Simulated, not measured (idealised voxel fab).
The process module presented herein is designated voxel ribs on slabs.
Pictured: cross-section cut, 230 nm wide, on a grid of 5 nm square cells.
When this document writes out a cross-section, it uses a grid of square cells and lists it as bands, beginning at the top and moving down, with a band standing for one or more rows of cells.
It is stipulated that each band's entry specify, in nanometres, the height of the top of the band and then that of its bottom, followed by the materials of the band in left-to-right sequence, each together with its width in nanometres. A single material marked by the word "all across" is understood to fill the band from edge to edge; the word "blank" is understood to denote empty space.
Heights are expressed relative to 0, this being the level below which the as-received wafer comprises one material exclusively. The lowest band is unbounded in the downward direction and is denoted as in "top 0, no bottom".
Width spec "30..40" -> top row of cells at first value, bottom row at second value, equal per-row change in between.
Key: "remained the same" - step with no changed cell in the cross-section.
Empty spaces without an open route to the top, at least 8 cells in extent, make up the entry "Enclosed internal voids"; each is given as width x height at distance, where the distance is measured from the left edge, and all are in nm.
Text after the settings on a step's line: the simulator's own remark on that step.
Steps that use a mask can have "overlay nm" on their line. It says how far the mask sat to the right of where it was meant to be. Negative means to the left.

[Listed below are the process steps as planned]
1 RECEIVE with material Si
2 DIRECTIONAL_DEP with material SiO2, thk nm 20
3 DIRECTIONAL_DEP with material polySi, thk nm 25
4 MASKED_ETCH with tone cover, mask id RIB, width nm 20, etch materials polySi, depth nm 20, overlay nm 0
5 DIRECTIONAL_DEP with material aC, thk nm 15
6 PATTERN with tone cover, mask id SLAB, material resist, width nm 70, thk nm 35, overlay nm 0
7 DIRECTIONAL_ETCH with etch materials aC, depth nm 15
8 STRIP with etch materials resist
9 DIRECTIONAL_ETCH with etch materials polySi, depth nm 5
10 STRIP with etch materials aC
11 FILL_DEP with material SiO2, thk nm 20
12 CMP with height nm 55
13 DIRECTIONAL_DEP with material W, thk nm 10
14 DIRECTIONAL_DEP with material aC, thk nm 10
15 PATTERN with tone cover, mask id HEATER, material resist, width nm 30, thk nm 30, overlay nm 0
16 DIRECTIONAL_ETCH with etch materials aC, depth nm 10
17 STRIP with etch materials resist
18 DIRECTIONAL_ETCH with etch materials W, depth nm 10
19 STRIP with etch materials aC
20 CONFORMAL_DEP with material SiO2, thk nm 5

[Cross-section of the wafer as it came to us, i.e., already through step 1]
* top 0, no bottom | Si all across
* Enclosed internal voids: none

[End-of-module cross-section. Starting structure and process plan as above; one mistake made in running it]
* top 80, bottom 65 | SiO2 all across
* top 65, bottom 55 | W all across
* top 55, bottom 45 | SiO2 all across
* top 45, bottom 25 | SiO2 (105) / polySi (20) / SiO2 (105)
* top 25, bottom 20 | SiO2 (80) / polySi (70) / SiO2 (80)
* top 20, bottom 0 | SiO2 all across
* top 0, no bottom | Si all across
* Enclosed internal voids: none
Heads up, the wafer didn't run the way we planned it: step 14 deviated from plan and actually ran as DIRECTIONAL_DEP with material SiO2, thk nm 10
